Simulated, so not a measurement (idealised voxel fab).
Proc. module: voxel ribs on slabs
In the cross-section labelled cut, the width is 265 nm and each square cell is 5 nm.
Cross-sections here: square-cell grids, written as top-down lists of bands, a band being one or more rows of cells. Top height, bottom height, nm. Materials left to right, width each, nm. Single material + "all across" = fills band edge to edge. "blank" = empty. Beneath 0, the wafer as received is one material, and that level is where height counting begins. The lowest band goes on downward without a bottom; it is written like "from 0 down". So if you see something like "30 to 40" for the width, read it as the top row of the band sitting at the first number and the bottom row at the second, with every row in between moving by the same amount as the last. The cross-section has no changed cell in any step marked "changes: none". The entry titled "Voids, enclosed" provides the empty spaces that have no open way to the top, restricted to those of 8 cells or more. Each is presented as width x height at distance, the distance being measured from the left edge, with all three in nm. The remark found on a step's line after its settings is issued by the simulator itself and pertains to that step. overlay nm: mask right of planned place by this much (step with mask). Neg. = left.

THIS SECTION LISTS THE PROCESS STEPS THAT WERE PLANNED
- 1: RECEIVE | material Si
- 2: DIRECTIONAL_DEP | material SiO2 | thk nm 30
- 3: DIRECTIONAL_DEP | material SiN | thk nm 20
- 4: PATTERN | tone cover | mask id RIB | material resist | width nm 25 | thk nm 15 | overlay nm 0
- 5: DIRECTIONAL_ETCH | etch materials SiN | depth nm 5
- 6: STRIP | etch materials resist
- 7: PATTERN | tone cover | mask id SLAB | material resist | width nm 85 | thk nm 15 | overlay nm 0
- 8: DIRECTIONAL_ETCH | etch materials SiN | depth nm 15
- 9: STRIP | etch materials resist
- 10: FILL_DEP | material SiO2 | thk nm 20
- 11: CMP | height nm 60
- 12: DIRECTIONAL_DEP | material W | thk nm 5
- 13: DIRECTIONAL_DEP | material aC | thk nm 15
- 14: PATTERN | tone cover | mask id HEATER | material resist | width nm 35 | thk nm 30 | overlay nm 0
- 15: DIRECTIONAL_ETCH | etch materials aC | depth nm 15
- 16: STRIP | etch materials resist
- 17: DIRECTIONAL_ETCH | etch materials W | depth nm 5
- 18: STRIP | etch materials aC
- 19: CONFORMAL_DEP | material SiN | thk nm 10

THIS IS THE CROSS-SECTION OF THE WAFER AS WE RECEIVED IT, I.E. AFTER STEP 1
from 0 down: Si all across
Voids, enclosed: none

FIRST WAFER AT THE END, AS PLANNED
from 75 to 70: 105 blank  55 SiN  105 blank
from 70 to 65: SiN all across
from 65 to 60: 115 SiN  35 W  115 SiN
from 60 to 50: SiO2 all across
from 50 to 45: 120 SiO2  25 SiN  120 SiO2
from 45 to 30: 90 SiO2  85 SiN  90 SiO2
from 30 to 0: SiO2 all across
from 0 down: Si all across
Voids, enclosed: none

WAFER TWO, SECTIONED AFTER THE MODULE: THE FIRST WAFER'S START, THE FIRST WAFER'S PLAN, AND ONE MISTAKE IN HOW IT WAS RUN
from 85 to 80: 105 blank  55 SiN  105 blank
from 80 to 75: SiN all across
from 75 to 70: 115 SiN  35 W  115 SiN
from 70 to 60: W all across
from 60 to 50: SiO2 all across
from 50 to 45: 120 SiO2  25 SiN  120 SiO2
from 45 to 30: 90 SiO2  85 SiN  90 SiO2
from 30 to 0: SiO2 all across
from 0 down: Si all across
Voids, enclosed: none
What broke from the plan during processing? step 12 ran as: DIRECTIONAL_DEP | material W | thk nm 15
Final cells, second wafer relative to first, materials higher or lower: W +106
